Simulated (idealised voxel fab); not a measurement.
The document below concerns the process module designated voxel local oxidation.
Xsec cut, 230 nm wide, square cell size 5 nm.
When this document writes out a cross-section, it uses a grid of square cells and lists it as bands, beginning at the top and moving down, with a band standing for one or more rows of cells.
Heights first: top, then bottom, in nm. Then materials, left to right, each with a width in nm. "edge to edge" on a single material: fills the band edge to edge. "empty": empty space.
Height reference: 0 = level under which incoming wafer is all one material. Lowest band: no bottom, runs on downward, e.g. "0 down".
Graded width ("30 to 40"): value in top row of band = first number; value in bottom row = second number; row-to-row change constant.
Where a step carries "nothing different", the cross-section came out of it unchanged, cell for cell.
Look at "Closed void entries" for the closed voids: empty spaces with no open path to the top, sized 8 cells or up. Each is width x height at distance, distance from the left edge, all nm.
Whatever follows a step's settings on its line is a remark the simulator itself makes about that step.
Among the settings permitted on a step's line is "overlay nm"; applied to a step with a mask, it specifies the extent to which the mask lay to the right of its planned position, whereas a negative figure signifies a position to the left.

**Planned process steps**
- 1: op RECEIVE | material Si
- 2: op CONFORMAL_DEP | material SiO2 | thk nm 5
- 3: op CONFORMAL_DEP | material SiN | thk nm 15
- 4: op PATTERN | tone cover | mask id ACTIVE | material resist | width nm 90 | thk nm 15 | overlay nm 0
- 5: op DIRECTIONAL_ETCH | etch materials SiN | depth nm 15
- 6: op STRIP | etch materials resist
- 7: op SELECTIVE_ETCH | etch materials SiO2 | depth nm 5
- 8: op OXIDIZE | depth nm 10
- 9: op STRIP | etch materials SiN

**Cross-section of the wafer as it came to us, i.e., already through step 1**
* 0 down = Si edge to edge
* Closed void entries: none

**Here's the cross-section of the first of our two wafers at the end of the module - it ran as planned**
* 5 to 0 = empty: 75  SiO2: 80  empty: 75
* 0 to -10 = SiO2: 85  Si: 60  SiO2: 85
* -10 down = Si edge to edge
* Closed void entries: none

**Second wafer through the module, sectioned at the end: same beginning and same plan as the first wafer, with one mistake in carrying it out**
* 15 to 0 = SiO2 edge to edge
* 0 down = Si edge to edge
* Closed void entries: none
It is concluded that the wafer was processed incorrectly with respect to the plan, in that planned and actual differ for step 3; actual: op CONFORMAL_DEP | material SiO2 | thk nm 15
Heads up, by the end the second wafer has more or fewer cells of some materials compared to the first: +68 Si, +54 SiO2
